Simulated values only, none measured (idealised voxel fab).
process module | voxel capacitor over wiring
cross-section cut | 235 nm wide | cells 5 nm
A cross-section is a grid of square cells, given in bands from the top down. A band is one or more rows of cells.
Each band's line starts with the height of the band's top and of its bottom, in nm. Then come its materials from left to right, each with its width in nm. One material with "throughout" fills the band from edge to edge. "air" is empty space.
Height 0 is the level under which the wafer as received is all one material. The lowest band goes on downwards, as in "0 down".
A width such as "30 to 40" changes by the same amount from each row of cells to the next, from the band's top row to its bottom row.
"no change" after a step means that no cell of the cross-section changed.
closed voids: empty space of 8 cells or more with no open way to the top, each as width x height at its distance from the left edge, in nm
after a step's settings: what the simulator itself notes on the step
overlay nm, on a step with a mask: how far to the right of its planned place the mask lay; to the left if negative
Each pair below shows a cross-section before one step and the cross-section after it, down to the lowest band that changed. The line under each pair gives the step between them, with its settings. The pairs can come from different runs of this module on the same starting wafer, so a pair continues from the pair above only where its "before" says so.
before
  0 down: Si throughout
  closed voids: none
after
  10 to 0: SiO2 throughout
  below 0: unchanged
  closed voids: none
the step between: op CONFORMAL_DEP | material SiO2 | thk nm 10
before: the cross-section after the pair above
after
  15 to 10: TiN throughout
  below 10: unchanged
  closed voids: none
the step between: op DIRECTIONAL_DEP | material TiN | thk nm 5
before: the cross-section after the pair above
after
  40 to 15: Ru throughout
  below 15: unchanged
  closed voids: none
the step between: op DIRECTIONAL_DEP | material Ru | thk nm 25
before: the cross-section after the pair above
after
  50 to 40: aC throughout
  below 40: unchanged
  closed voids: none
the step between: op DIRECTIONAL_DEP | material aC | thk nm 10
before: the cross-section after the pair above
after
  80 to 50: air 60 | resist 30 | air 55 | resist 30 | air 60
  below 50: unchanged
  closed voids: none
the step between: op PATTERN | tone cover | mask id METAL_1 | material resist | width nm 30 | pitch nm 85 | thk nm 30 | overlay nm 0
before: the cross-section after the pair above
after
  70 to 50: air 60 | resist 30 | air 55 | resist 30 | air 60
  50 to 40: air 60 | aC 30 | air 55 | aC 30 | air 60
  below 40: unchanged
  closed voids: none
the step between: op DIRECTIONAL_ETCH | etch materials aC | depth nm 10
before: the cross-section after the pair above
after
  50 to 40: air 60 | aC 30 | air 55 | aC 30 | air 60
  below 40: unchanged
  closed voids: none
the step between: op STRIP | etch materials resist
before: the cross-section after the pair above
after
  50 to 40: air 60 | aC 30 | air 55 | aC 30 | air 60
  40 to 15: air 60 | Ru 30 | air 55 | Ru 30 | air 60
  below 15: unchanged
  closed voids: none
the step between: op DIRECTIONAL_ETCH | etch materials Ru | depth nm 25
before: the cross-section after the pair above
after
  50 to 40: air 60 | aC 30 | air 55 | aC 30 | air 60
  40 to 15: air 60 | Ru 30 | air 55 | Ru 30 | air 60
  15 to 10: air 60 | TiN 30 | air 55 | TiN 30 | air 60
  below 10: unchanged
  closed voids: none
the step between: op DIRECTIONAL_ETCH | etch materials TiN | depth nm 5
before: the cross-section after the pair above
after
  40 to 15: air 60 | Ru 30 | air 55 | Ru 30 | air 60
  below 15: unchanged
  closed voids: none
the step between: op STRIP | etch materials aC
before: the cross-section after the pair above
after
  45 to 40: air 55 | SiCN 40 | air 45 | SiCN 40 | air 55
  40 to 15: air 55 | SiCN 5 | Ru 30 | SiCN 5 | air 45 | SiCN 5 | Ru 30 | SiCN 5 | air 55
  15 to 10: SiCN 60 | TiN 30 | SiCN 55 | TiN 30 | SiCN 60
  below 10: unchanged
  closed voids: none
the step between: op CONFORMAL_DEP | material SiCN | thk nm 5
before: the cross-section after the pair above
after
  50 to 45: lowk throughout
  45 to 40: lowk 55 | SiCN 40 | lowk 45 | SiCN 40 | lowk 55
  40 to 15: lowk 55 | SiCN 5 | Ru 30 | SiCN 5 | lowk 45 | SiCN 5 | Ru 30 | SiCN 5 | lowk 55
  below 15: unchanged
  closed voids: none
the step between: op FILL_DEP | material lowk | thk nm 5
before: the cross-section after the pair above
after
  40 to 15: lowk 55 | SiCN 5 | Ru 30 | SiCN 5 | lowk 45 | SiCN 5 | Ru 30 | SiCN 5 | lowk 55
  below 15: unchanged
  closed voids: none
the step between: op CMP | height nm 40
before: the cross-section after the pair above
after
  45 to 40: SiCN throughout
  below 40: unchanged
  closed voids: none
the step between: op CONFORMAL_DEP | material SiCN | thk nm 5
before: the cross-section after the pair above
after
  55 to 45: SiO2 throughout
  below 45: unchanged
  closed voids: none
the step between: op DIRECTIONAL_DEP | material SiO2 | thk nm 10
before: the cross-section after the pair above
after
  55 to 45: SiO2 75 | air 15 | SiO2 145
  below 45: unchanged
  closed voids: none
the step between: op MASKED_ETCH | tone open | mask id PLUG_1 | width nm 15 | etch materials SiO2 | depth nm 10 | overlay nm 0
before: the cross-section after the pair above
after
  55 to 45: SiO2 75 | air 15 | SiO2 145
  45 to 40: SiCN 75 | air 15 | SiCN 145
  below 40: unchanged
  closed voids: none
the step between: op MASKED_ETCH | tone open | mask id PLUG_1 | width nm 15 | etch materials SiCN | depth nm 5 | overlay nm 0
before: the cross-section after the pair above
after
  55 to 50: SiO2 75 | air 15 | SiO2 145
  50 to 45: SiO2 75 | Ru 15 | SiO2 145
  45 to 40: SiCN 75 | Ru 15 | SiCN 145
  below 40: unchanged
  closed voids: none
the step between: op EPI | material Ru | thk nm 10
before: the cross-section after the pair above
after
  55 to 45: SiO2 75 | Ru 15 | SiO2 145
  below 45: unchanged
  closed voids: none
the step between: op EPI | material Ru | thk nm 5
before: the cross-section after the pair above
after
  65 to 55: TiN throughout
  below 55: unchanged
  closed voids: none
the step between: op DIRECTIONAL_DEP | material TiN | thk nm 10
before: the cross-section after the pair above
after
  70 to 65: Al2O3 throughout
  below 65: unchanged
  closed voids: none
the step between: op DIRECTIONAL_DEP | material Al2O3 | thk nm 5
before: the cross-section after the pair above
after
  75 to 70: TiN throughout
  below 70: unchanged
  closed voids: none
the step between: op DIRECTIONAL_DEP | material TiN | thk nm 5
before: the cross-section after the pair above
after
  85 to 75: aC throughout
  below 75: unchanged
  closed voids: none
the step between: op DIRECTIONAL_DEP | material aC | thk nm 10
before: the cross-section after the pair above
after
  115 to 85: air 75 | resist 60 | air 100
  below 85: unchanged
  closed voids: none
the step between: op PATTERN | tone cover | mask id UPPER_PLATE | material resist | width nm 60 | thk nm 30 | overlay nm 0
before: the cross-section after the pair above
after
  105 to 85: air 75 | resist 60 | air 100
  85 to 75: air 75 | aC 60 | air 100
  below 75: unchanged
  closed voids: none
the step between: op DIRECTIONAL_ETCH | etch materials aC | depth nm 10
before: the cross-section after the pair above
after
  85 to 75: air 75 | aC 60 | air 100
  below 75: unchanged
  closed voids: none
the step between: op STRIP | etch materials resist
before: the cross-section after the pair above
after
  85 to 75: air 75 | aC 60 | air 100
  75 to 70: air 75 | TiN 60 | air 100
  below 70: unchanged
  closed voids: none
the step between: op DIRECTIONAL_ETCH | etch materials TiN | depth nm 5
before: the cross-section after the pair above
after
  85 to 75: air 75 | aC 60 | air 100
  75 to 70: air 75 | TiN 60 | air 100
  70 to 65: air 75 | Al2O3 60 | air 100
  below 65: unchanged
  closed voids: none
the step between: op DIRECTIONAL_ETCH | etch materials Al2O3 | depth nm 5
before: the cross-section after the pair above
after
  75 to 70: air 75 | TiN 60 | air 100
  below 70: unchanged
  closed voids: none
the step between: op STRIP | etch materials aC
before: the cross-section after the pair above
after
  75 to 70: air 75 | TiN 60 | air 100
  70 to 65: air 75 | Al2O3 60 | air 100
  65 to 55: air 70 | TiN 70 | air 95
  below 55: unchanged
  closed voids: none
the step between: op MASKED_ETCH | tone cover | mask id LOWER_PLATE | width nm 70 | etch materials TiN | depth nm 10 | overlay nm 0
before: the cross-section after the pair above
after
  95 to 75: SiO2 throughout
  75 to 70: SiO2 75 | TiN 60 | SiO2 100
  70 to 65: SiO2 75 | Al2O3 60 | SiO2 100
  65 to 55: SiO2 70 | TiN 70 | SiO2 95
  below 55: unchanged
  closed voids: none
the step between: op FILL_DEP | material SiO2 | thk nm 20
before: the cross-section after the pair above
after
  90 to 75: SiO2 throughout
  below 75: unchanged
  closed voids: none
the step between: op CMP | height nm 90
before: the cross-section after the pair above
after
  105 to 90: aC throughout
  below 90: unchanged
  closed voids: none
the step between: op DIRECTIONAL_DEP | material aC | thk nm 15
before: the cross-section after the pair above
after
  135 to 105: resist 85 | air 15 | resist 135
  below 105: unchanged
  closed voids: none
the step between: op PATTERN | tone open | mask id PLUG_2 | material resist | width nm 15 | thk nm 30 | overlay nm 0
before: the cross-section after the pair above
after
  120 to 105: resist 85 | air 15 | resist 135
  105 to 90: aC 85 | air 15 | aC 135
  below 90: unchanged
  closed voids: none
the step between: op DIRECTIONAL_ETCH | etch materials aC | depth nm 15
before: the cross-section after the pair above
after
  105 to 90: aC 85 | air 15 | aC 135
  below 90: unchanged
  closed voids: none
the step between: op STRIP | etch materials resist
before: the cross-section after the pair above
after
  105 to 90: aC 85 | air 15 | aC 135
  90 to 75: SiO2 85 | air 15 | SiO2 135
  below 75: unchanged
  closed voids: none
the step between: op DIRECTIONAL_ETCH | etch materials SiO2 | depth nm 15
before: the cross-section after the pair above
after
  90 to 75: SiO2 85 | air 15 | SiO2 135
  below 75: unchanged
  closed voids: none
the step between: op STRIP | etch materials aC
before: the cross-section after the pair above
after
  95 to 90: TiN 90 | air 5 | TiN 140
  90 to 80: SiO2 85 | TiN 5 | air 5 | TiN 5 | SiO2 135
  80 to 70: SiO2 85 to 75 | TiN 15 to 60 | SiO2 135 to 100
  below 70: unchanged
  closed voids: none
the step between: op CONFORMAL_DEP | material TiN | thk nm 5
before: the cross-section after the pair above
after
  100 to 95: W throughout
  95 to 90: TiN 90 | W 5 | TiN 140
  90 to 80: SiO2 85 | TiN 5 | W 5 | TiN 5 | SiO2 135
  below 80: unchanged
  closed voids: none
the step between: op FILL_DEP | material W | thk nm 5
before: the cross-section after the pair above
after
  90 to 80: SiO2 85 | TiN 5 | W 5 | TiN 5 | SiO2 135
  below 80: unchanged
  closed voids: none
the step between: op CMP | height nm 90
before: the cross-section after the pair above
after
  95 to 90: SiCN throughout
  below 90: unchanged
  closed voids: none
the step between: op CONFORMAL_DEP | material SiCN | thk nm 5
before
  10 to 0: SiO2 throughout
  0 down: Si throughout
  closed voids: none
after
  35 to 10: Ru throughout
  below 10: unchanged
  closed voids: none
the step between: op DIRECTIONAL_DEP | material Ru | thk nm 25
before: the cross-section after the pair above
after
  45 to 35: aC throughout
  below 35: unchanged
  closed voids: none
the step between: op DIRECTIONAL_DEP | material aC | thk nm 10
before: the cross-section after the pair above
after
  75 to 45: air 60 | resist 30 | air 55 | resist 30 | air 60
  below 45: unchanged
  closed voids: none
the step between: op PATTERN | tone cover | mask id METAL_1 | material resist | width nm 30 | pitch nm 85 | thk nm 30 | overlay nm 0
before: the cross-section after the pair above
after
  65 to 45: air 60 | resist 30 | air 55 | resist 30 | air 60
  45 to 35: air 60 | aC 30 | air 55 | aC 30 | air 60
  below 35: unchanged
  closed voids: none
the step between: op DIRECTIONAL_ETCH | etch materials aC | depth nm 10
before: the cross-section after the pair above
after
  45 to 35: air 60 | aC 30 | air 55 | aC 30 | air 60
  below 35: unchanged
  closed voids: none
the step between: op STRIP | etch materials resist
before: the cross-section after the pair above
after
  45 to 35: air 60 | aC 30 | air 55 | aC 30 | air 60
  35 to 10: air 60 | Ru 30 | air 55 | Ru 30 | air 60
  below 10: unchanged
  closed voids: none
the step between: op DIRECTIONAL_ETCH | etch materials Ru | depth nm 25
before: the cross-section after the pair above
after
  35 to 10: air 60 | Ru 30 | air 55 | Ru 30 | air 60
  below 10: unchanged
  closed voids: none
the step between: op STRIP | etch materials aC
before: the cross-section after the pair above
after
  40 to 35: air 55 | SiCN 40 | air 45 | SiCN 40 | air 55
  35 to 15: air 55 | SiCN 5 | Ru 30 | SiCN 5 | air 45 | SiCN 5 | Ru 30 | SiCN 5 | air 55
  15 to 10: SiCN 60 | Ru 30 | SiCN 55 | Ru 30 | SiCN 60
  below 10: unchanged
  closed voids: none
the step between: op CONFORMAL_DEP | material SiCN | thk nm 5
before: the cross-section after the pair above
after
  45 to 40: lowk throughout
  40 to 35: lowk 55 | SiCN 40 | lowk 45 | SiCN 40 | lowk 55
  35 to 15: lowk 55 | SiCN 5 | Ru 30 | SiCN 5 | lowk 45 | SiCN 5 | Ru 30 | SiCN 5 | lowk 55
  below 15: unchanged
  closed voids: none
the step between: op FILL_DEP | material lowk | thk nm 5
before: the cross-section after the pair above
after
  40 to 35: lowk 55 | SiCN 40 | lowk 45 | SiCN 40 | lowk 55
  below 35: unchanged
  closed voids: none
the step between: op CMP | height nm 40
before: the cross-section after the pair above
after
  45 to 40: SiCN throughout
  below 40: unchanged
  closed voids: none
the step between: op CONFORMAL_DEP | material SiCN | thk nm 5
before: the cross-section after the pair above
after
  55 to 45: SiO2 throughout
  below 45: unchanged
  closed voids: none
the step between: op DIRECTIONAL_DEP | material SiO2 | thk nm 10
before: the cross-section after the pair above
after
  55 to 45: SiO2 75 | air 15 | SiO2 145
  below 45: unchanged
  closed voids: none
the step between: op MASKED_ETCH | tone open | mask id PLUG_1 | width nm 15 | etch materials SiO2 | depth nm 10 | overlay nm 0
before: the cross-section after the pair above
after
  55 to 45: SiO2 75 | air 15 | SiO2 145
  45 to 40: SiCN 75 | air 15 | SiCN 145
  below 40: unchanged
  closed voids: none
the step between: op MASKED_ETCH | tone open | mask id PLUG_1 | width nm 15 | etch materials SiCN | depth nm 5 | overlay nm 0
before: the cross-section after the pair above
after
  65 to 55: TiN 75 | air 15 | TiN 145
  55 to 50: SiO2 75 | air 15 | SiO2 145
  50 to 45: SiO2 75 | TiN 15 | SiO2 145
  45 to 40: SiCN 75 | TiN 15 | SiCN 145
  below 40: unchanged
  closed voids: none
the step between: op DIRECTIONAL_DEP | material TiN | thk nm 10
before: the cross-section after the pair above
after
  70 to 65: Al2O3 75 | air 15 | Al2O3 145
  65 to 55: TiN 75 | air 15 | TiN 145
  55 to 50: SiO2 75 | Al2O3 15 | SiO2 145
  below 50: unchanged
  closed voids: none
the step between: op DIRECTIONAL_DEP | material Al2O3 | thk nm 5
before: the cross-section after the pair above
after
  75 to 70: TiN 75 | air 15 | TiN 145
  70 to 65: Al2O3 75 | air 15 | Al2O3 145
  65 to 60: TiN 75 | air 15 | TiN 145
  60 to 55: TiN throughout
  below 55: unchanged
  closed voids: none
the step between: op DIRECTIONAL_DEP | material TiN | thk nm 5
before: the cross-section after the pair above
after
  85 to 75: aC 75 | air 15 | aC 145
  75 to 70: TiN 75 | air 15 | TiN 145
  70 to 65: Al2O3 75 | aC 15 | Al2O3 145
  65 to 60: TiN 75 | aC 15 | TiN 145
  below 60: unchanged
  closed voids: none
the step between: op DIRECTIONAL_DEP | material aC | thk nm 10
before: the cross-section after the pair above
after
  115 to 85: air 75 | resist 60 | air 100
  85 to 75: aC 75 | resist 15 | aC 145
  75 to 70: TiN 75 | resist 15 | TiN 145
  below 70: unchanged
  closed voids: none
the step between: op PATTERN | tone cover | mask id UPPER_PLATE | material resist | width nm 60 | thk nm 30 | overlay nm 0
before: the cross-section after the pair above
after
  105 to 85: air 75 | resist 60 | air 100
  85 to 75: air 75 | resist 15 | aC 45 | air 100
  below 75: unchanged
  closed voids: none
the step between: op DIRECTIONAL_ETCH | etch materials aC | depth nm 10
before: the cross-section after the pair above
after
  85 to 75: air 90 | aC 45 | air 100
  75 to 70: TiN 75 | air 15 | TiN 145
  below 70: unchanged
  closed voids: none
the step between: op STRIP | etch materials resist
before: the cross-section after the pair above
after
  85 to 75: air 90 | aC 45 | air 100
  75 to 70: air 90 | TiN 45 | air 100
  below 70: unchanged
  closed voids: none
the step between: op DIRECTIONAL_ETCH | etch materials TiN | depth nm 5
before: the cross-section after the pair above
after
  85 to 75: air 90 | aC 45 | air 100
  75 to 70: air 90 | TiN 45 | air 100
  70 to 65: air 75 | aC 15 | Al2O3 45 | air 100
  below 65: unchanged
  closed voids: none
the step between: op DIRECTIONAL_ETCH | etch materials Al2O3 | depth nm 5
before: the cross-section after the pair above
after
  75 to 70: air 90 | TiN 45 | air 100
  70 to 65: air 90 | Al2O3 45 | air 100
  65 to 60: TiN 75 | air 15 | TiN 145
  below 60: unchanged
  closed voids: none
the step between: op STRIP | etch materials aC
before: the cross-section after the pair above
after
  75 to 70: air 90 | TiN 45 | air 100
  70 to 65: air 90 | Al2O3 45 | air 100
  65 to 60: air 70 | TiN 5 | air 15 | TiN 50 | air 95
  60 to 55: air 70 | TiN 70 | air 95
  below 55: unchanged
  closed voids: none
the step between: op MASKED_ETCH | tone cover | mask id LOWER_PLATE | width nm 70 | etch materials TiN | depth nm 10 | overlay nm 0
before: the cross-section after the pair above
after
  95 to 75: SiO2 throughout
  75 to 70: SiO2 90 | TiN 45 | SiO2 100
  70 to 65: SiO2 90 | Al2O3 45 | SiO2 100
  65 to 60: SiO2 70 | TiN 5 | SiO2 15 | TiN 50 | SiO2 95
  60 to 55: SiO2 70 | TiN 70 | SiO2 95
  below 55: unchanged
  closed voids: none
the step between: op FILL_DEP | material SiO2 | thk nm 20
before: the cross-section after the pair above
after
  90 to 75: SiO2 throughout
  below 75: unchanged
  closed voids: none
the step between: op CMP | height nm 90
before: the cross-section after the pair above
after
  105 to 90: aC throughout
  below 90: unchanged
  closed voids: none
the step between: op DIRECTIONAL_DEP | material aC | thk nm 15
before: the cross-section after the pair above
after
  135 to 105: resist 85 | air 15 | resist 135
  below 105: unchanged
  closed voids: none
the step between: op PATTERN | tone open | mask id PLUG_2 | material resist | width nm 15 | thk nm 30 | overlay nm 0
before: the cross-section after the pair above
after
  120 to 105: resist 85 | air 15 | resist 135
  105 to 90: aC 85 | air 15 | aC 135
  below 90: unchanged
  closed voids: none
the step between: op DIRECTIONAL_ETCH | etch materials aC | depth nm 15
before: the cross-section after the pair above
after
  105 to 90: aC 85 | air 15 | aC 135
  below 90: unchanged
  closed voids: none
the step between: op STRIP | etch materials resist
before: the cross-section after the pair above
after
  105 to 90: aC 85 | air 15 | aC 135
  90 to 75: SiO2 85 | air 15 | SiO2 135
  below 75: unchanged
  closed voids: none
the step between: op DIRECTIONAL_ETCH | etch materials SiO2 | depth nm 15
before: the cross-section after the pair above
after
  90 to 75: SiO2 85 | air 15 | SiO2 135
  below 75: unchanged
  closed voids: none
the step between: op STRIP | etch materials aC
before: the cross-section after the pair above
after
  95 to 90: TiN 90 | air 5 | TiN 140
  90 to 80: SiO2 85 | TiN 5 | air 5 | TiN 5 | SiO2 135
  80 to 70: SiO2 85 to 90 | TiN 15 to 45 | SiO2 135 to 100
  below 70: unchanged
  closed voids: none
the step between: op CONFORMAL_DEP | material TiN | thk nm 5
before: the cross-section after the pair above
after
  100 to 95: W throughout
  95 to 90: TiN 90 | W 5 | TiN 140
  90 to 80: SiO2 85 | TiN 5 | W 5 | TiN 5 | SiO2 135
  below 80: unchanged
  closed voids: none
the step between: op FILL_DEP | material W | thk nm 5
before: the cross-section after the pair above
after
  90 to 80: SiO2 85 | TiN 5 | W 5 | TiN 5 | SiO2 135
  below 80: unchanged
  closed voids: none
the step between: op CMP | height nm 90
before: the cross-section after the pair above
after
  95 to 90: SiCN throughout
  below 90: unchanged
  closed voids: none
the step between: op CONFORMAL_DEP | material SiCN | thk nm 5
before
  55 to 50: SiO2 75 | air 15 | SiO2 145
  50 to 45: SiO2 75 | Ru 15 | SiO2 145
  45 to 40: SiCN 75 | Ru 15 | SiCN 145
  40 to 15: lowk 55 | SiCN 5 | Ru 30 | SiCN 5 | lowk 45 | SiCN 5 | Ru 30 | SiCN 5 | lowk 55
  15 to 10: SiCN 60 | TiN 30 | SiCN 55 | TiN 30 | SiCN 60
  10 to 0: SiO2 throughout
  0 down: Si throughout
  closed voids: none
after
  60 to 55: air 70 | Ru 25 | air 140
  55 to 45: SiO2 75 | Ru 15 | SiO2 145
  below 45: unchanged
  closed voids: none
the step between: op EPI | material Ru | thk nm 10
before: the cross-section after the pair above
after
  65 to 55: air 65 | Ru 35 | air 135
  below 55: unchanged
  closed voids: none
the step between: op EPI | material Ru | thk nm 5
before: the cross-section after the pair above
after
  75 to 65: air 65 | TiN 35 | air 135
  65 to 55: TiN 65 | Ru 35 | TiN 135
  below 55: unchanged
  closed voids: none
the step between: op DIRECTIONAL_DEP | material TiN | thk nm 10
before: the cross-section after the pair above
after
  80 to 75: air 65 | Al2O3 35 | air 135
  75 to 70: air 65 | TiN 35 | air 135
  70 to 65: Al2O3 65 | TiN 35 | Al2O3 135
  below 65: unchanged
  closed voids: none
the step between: op DIRECTIONAL_DEP | material Al2O3 | thk nm 5
before: the cross-section after the pair above
after
  85 to 80: air 65 | TiN 35 | air 135
  80 to 75: air 65 | Al2O3 35 | air 135
  75 to 70: TiN throughout
  below 70: unchanged
  closed voids: none
the step between: op DIRECTIONAL_DEP | material TiN | thk nm 5
before: the cross-section after the pair above
after
  95 to 85: air 65 | aC 35 | air 135
  85 to 80: aC 65 | TiN 35 | aC 135
  80 to 75: aC 65 | Al2O3 35 | aC 135
  below 75: unchanged
  closed voids: none
the step between: op DIRECTIONAL_DEP | material aC | thk nm 10
before: the cross-section after the pair above
after
  125 to 95: air 75 | resist 60 | air 100
  95 to 85: air 65 | aC 35 | resist 35 | air 100
  below 85: unchanged
  closed voids: none
the step between: op PATTERN | tone cover | mask id UPPER_PLATE | material resist | width nm 60 | thk nm 30 | overlay nm 0
before: the cross-section after the pair above
after
  115 to 95: air 75 | resist 60 | air 100
  95 to 85: air 75 | aC 25 | resist 35 | air 100
  85 to 80: air 65 | TiN 35 | aC 35 | air 100
  80 to 75: air 65 | Al2O3 35 | aC 35 | air 100
  below 75: unchanged
  closed voids: none
the step between: op DIRECTIONAL_ETCH | etch materials aC | depth nm 10
before: the cross-section after the pair above
after
  95 to 85: air 75 | aC 25 | air 135
  below 85: unchanged
  closed voids: none
the step between: op STRIP | etch materials resist
before: the cross-section after the pair above
after
  95 to 85: air 75 | aC 25 | air 135
  85 to 80: air 75 | TiN 25 | aC 35 | air 100
  80 to 75: air 65 | Al2O3 35 | aC 35 | air 100
  75 to 70: air 65 | TiN 70 | air 100
  below 70: unchanged
  closed voids: none
the step between: op DIRECTIONAL_ETCH | etch materials TiN | depth nm 5
before: the cross-section after the pair above
after
  95 to 85: air 75 | aC 25 | air 135
  85 to 80: air 75 | TiN 25 | aC 35 | air 100
  80 to 75: air 75 | Al2O3 25 | aC 35 | air 100
  75 to 70: air 65 | TiN 70 | air 100
  70 to 65: air 65 | TiN 35 | Al2O3 35 | air 100
  below 65: unchanged
  closed voids: none
the step between: op DIRECTIONAL_ETCH | etch materials Al2O3 | depth nm 5
before: the cross-section after the pair above
after
  85 to 80: air 75 | TiN 25 | air 135
  80 to 75: air 75 | Al2O3 25 | air 135
  below 75: unchanged
  closed voids: none
the step between: op STRIP | etch materials aC
before: the cross-section after the pair above
after
  85 to 80: air 75 | TiN 25 | air 135
  80 to 75: air 75 | Al2O3 25 | air 135
  75 to 70: air 70 | TiN 65 | air 100
  70 to 65: air 70 | TiN 30 | Al2O3 35 | air 100
  65 to 55: air 65 | Ru 35 | TiN 40 | air 95
  below 55: unchanged
  closed voids: none
the step between: op MASKED_ETCH | tone cover | mask id LOWER_PLATE | width nm 70 | etch materials TiN | depth nm 10 | overlay nm 0
before: the cross-section after the pair above
after
  105 to 85: SiO2 throughout
  85 to 80: SiO2 75 | TiN 25 | SiO2 135
  80 to 75: SiO2 75 | Al2O3 25 | SiO2 135
  75 to 70: SiO2 70 | TiN 65 | SiO2 100
  70 to 65: SiO2 70 | TiN 30 | Al2O3 35 | SiO2 100
  65 to 55: SiO2 65 | Ru 35 | TiN 40 | SiO2 95
  below 55: unchanged
  closed voids: none
the step between: op FILL_DEP | material SiO2 | thk nm 20
before: the cross-section after the pair above
after
  90 to 85: SiO2 throughout
  below 85: unchanged
  closed voids: none
the step between: op CMP | height nm 90
before: the cross-section after the pair above
after
  105 to 90: aC throughout
  below 90: unchanged
  closed voids: none
the step between: op DIRECTIONAL_DEP | material aC | thk nm 15
before: the cross-section after the pair above
after
  135 to 105: resist 85 | air 15 | resist 135
  below 105: unchanged
  closed voids: none
the step between: op PATTERN | tone open | mask id PLUG_2 | material resist | width nm 15 | thk nm 30 | overlay nm 0
before: the cross-section after the pair above
after
  120 to 105: resist 85 | air 15 | resist 135
  105 to 90: aC 85 | air 15 | aC 135
  below 90: unchanged
  closed voids: none
the step between: op DIRECTIONAL_ETCH | etch materials aC | depth nm 15
before: the cross-section after the pair above
after
  105 to 90: aC 85 | air 15 | aC 135
  below 90: unchanged
  closed voids: none
the step between: op STRIP | etch materials resist
before: the cross-section after the pair above
after
  105 to 90: aC 85 | air 15 | aC 135
  90 to 85: SiO2 85 | air 15 | SiO2 135
  below 85: unchanged
  closed voids: none
the step between: op DIRECTIONAL_ETCH | etch materials SiO2 | depth nm 15
before: the cross-section after the pair above
after
  90 to 85: SiO2 85 | air 15 | SiO2 135
  below 85: unchanged
  closed voids: none
the step between: op STRIP | etch materials aC
before: the cross-section after the pair above
after
  95 to 90: TiN 90 | air 5 | TiN 140
  90 to 80: SiO2 85 to 75 | TiN 15 to 25 | SiO2 135
  below 80: unchanged
  closed voids: none
the step between: op CONFORMAL_DEP | material TiN | thk nm 5
before: the cross-section after the pair above
after
  100 to 95: W throughout
  95 to 90: TiN 90 | W 5 | TiN 140
  below 90: unchanged
  closed voids: none
the step between: op FILL_DEP | material W | thk nm 5
before: the cross-section after the pair above
after
  90 to 80: SiO2 85 to 75 | TiN 15 to 25 | SiO2 135
  below 80: unchanged
  closed voids: none
the step between: op CMP | height nm 90
before: the cross-section after the pair above
after
  95 to 90: SiCN throughout
  below 90: unchanged
  closed voids: none
the step between: op CONFORMAL_DEP | material SiCN | thk nm 5
before
  0 down: Si throughout
  closed voids: none
after
  5 to 0: TiN throughout
  below 0: unchanged
  closed voids: none
the step between: op DIRECTIONAL_DEP | material TiN | thk nm 5
before: the cross-section after the pair above
after
  15 to 5: SiO2 throughout
  below 5: unchanged
  closed voids: none
the step between: op CONFORMAL_DEP | material SiO2 | thk nm 10
before: the cross-section after the pair above
after
  40 to 15: Ru throughout
  below 15: unchanged
  closed voids: none
the step between: op DIRECTIONAL_DEP | material Ru | thk nm 25
before: the cross-section after the pair above
after
  50 to 40: aC throughout
  below 40: unchanged
  closed voids: none
the step between: op DIRECTIONAL_DEP | material aC | thk nm 10
before: the cross-section after the pair above
after
  80 to 50: air 60 | resist 30 | air 55 | resist 30 | air 60
  below 50: unchanged
  closed voids: none
the step between: op PATTERN | tone cover | mask id METAL_1 | material resist | width nm 30 | pitch nm 85 | thk nm 30 | overlay nm 0
before: the cross-section after the pair above
after
  70 to 50: air 60 | resist 30 | air 55 | resist 30 | air 60
  50 to 40: air 60 | aC 30 | air 55 | aC 30 | air 60
  below 40: unchanged
  closed voids: none
the step between: op DIRECTIONAL_ETCH | etch materials aC | depth nm 10
before: the cross-section after the pair above
after
  50 to 40: air 60 | aC 30 | air 55 | aC 30 | air 60
  below 40: unchanged
  closed voids: none
the step between: op STRIP | etch materials resist
before: the cross-section after the pair above
after
  50 to 40: air 60 | aC 30 | air 55 | aC 30 | air 60
  40 to 15: air 60 | Ru 30 | air 55 | Ru 30 | air 60
  below 15: unchanged
  closed voids: none
the step between: op DIRECTIONAL_ETCH | etch materials Ru | depth nm 25
before: the cross-section after the pair above
after
  40 to 15: air 60 | Ru 30 | air 55 | Ru 30 | air 60
  below 15: unchanged
  closed voids: none
the step between: op STRIP | etch materials aC
before: the cross-section after the pair above
after
  45 to 40: air 55 | SiCN 40 | air 45 | SiCN 40 | air 55
  40 to 20: air 55 | SiCN 5 | Ru 30 | SiCN 5 | air 45 | SiCN 5 | Ru 30 | SiCN 5 | air 55
  20 to 15: SiCN 60 | Ru 30 | SiCN 55 | Ru 30 | SiCN 60
  below 15: unchanged
  closed voids: none
the step between: op CONFORMAL_DEP | material SiCN | thk nm 5
before: the cross-section after the pair above
after
  50 to 45: lowk throughout
  45 to 40: lowk 55 | SiCN 40 | lowk 45 | SiCN 40 | lowk 55
  40 to 20: lowk 55 | SiCN 5 | Ru 30 | SiCN 5 | lowk 45 | SiCN 5 | Ru 30 | SiCN 5 | lowk 55
  below 20: unchanged
  closed voids: none
the step between: op FILL_DEP | material lowk | thk nm 5
before: the cross-section after the pair above
after
  40 to 20: lowk 55 | SiCN 5 | Ru 30 | SiCN 5 | lowk 45 | SiCN 5 | Ru 30 | SiCN 5 | lowk 55
  below 20: unchanged
  closed voids: none
the step between: op CMP | height nm 40
before: the cross-section after the pair above
after
  45 to 40: SiCN throughout
  below 40: unchanged
  closed voids: none
the step between: op CONFORMAL_DEP | material SiCN | thk nm 5
before: the cross-section after the pair above
after
  55 to 45: SiO2 throughout
  below 45: unchanged
  closed voids: none
the step between: op DIRECTIONAL_DEP | material SiO2 | thk nm 10
before: the cross-section after the pair above
after
  55 to 45: SiO2 75 | air 15 | SiO2 145
  below 45: unchanged
  closed voids: none
the step between: op MASKED_ETCH | tone open | mask id PLUG_1 | width nm 15 | etch materials SiO2 | depth nm 10 | overlay nm 0
before: the cross-section after the pair above
after
  55 to 45: SiO2 75 | air 15 | SiO2 145
  45 to 40: SiCN 75 | air 15 | SiCN 145
  below 40: unchanged
  closed voids: none
the step between: op MASKED_ETCH | tone open | mask id PLUG_1 | width nm 15 | etch materials SiCN | depth nm 5 | overlay nm 0
before: the cross-section after the pair above
after
  55 to 50: SiO2 75 | air 15 | SiO2 145
  50 to 45: SiO2 75 | Ru 15 | SiO2 145
  45 to 40: SiCN 75 | Ru 15 | SiCN 145
  below 40: unchanged
  closed voids: none
the step between: op EPI | material Ru | thk nm 10
before: the cross-section after the pair above
after
  55 to 45: SiO2 75 | Ru 15 | SiO2 145
  below 45: unchanged
  closed voids: none
the step between: op EPI | material Ru | thk nm 5
before: the cross-section after the pair above
after
  65 to 55: TiN throughout
  below 55: unchanged
  closed voids: none
the step between: op DIRECTIONAL_DEP | material TiN | thk nm 10
before: the cross-section after the pair above
after
  70 to 65: Al2O3 throughout
  below 65: unchanged
  closed voids: none
the step between: op DIRECTIONAL_DEP | material Al2O3 | thk nm 5
before: the cross-section after the pair above
after
  75 to 70: TiN throughout
  below 70: unchanged
  closed voids: none
the step between: op DIRECTIONAL_DEP | material TiN | thk nm 5
before: the cross-section after the pair above
after
  85 to 75: aC throughout
  below 75: unchanged
  closed voids: none
the step between: op DIRECTIONAL_DEP | material aC | thk nm 10
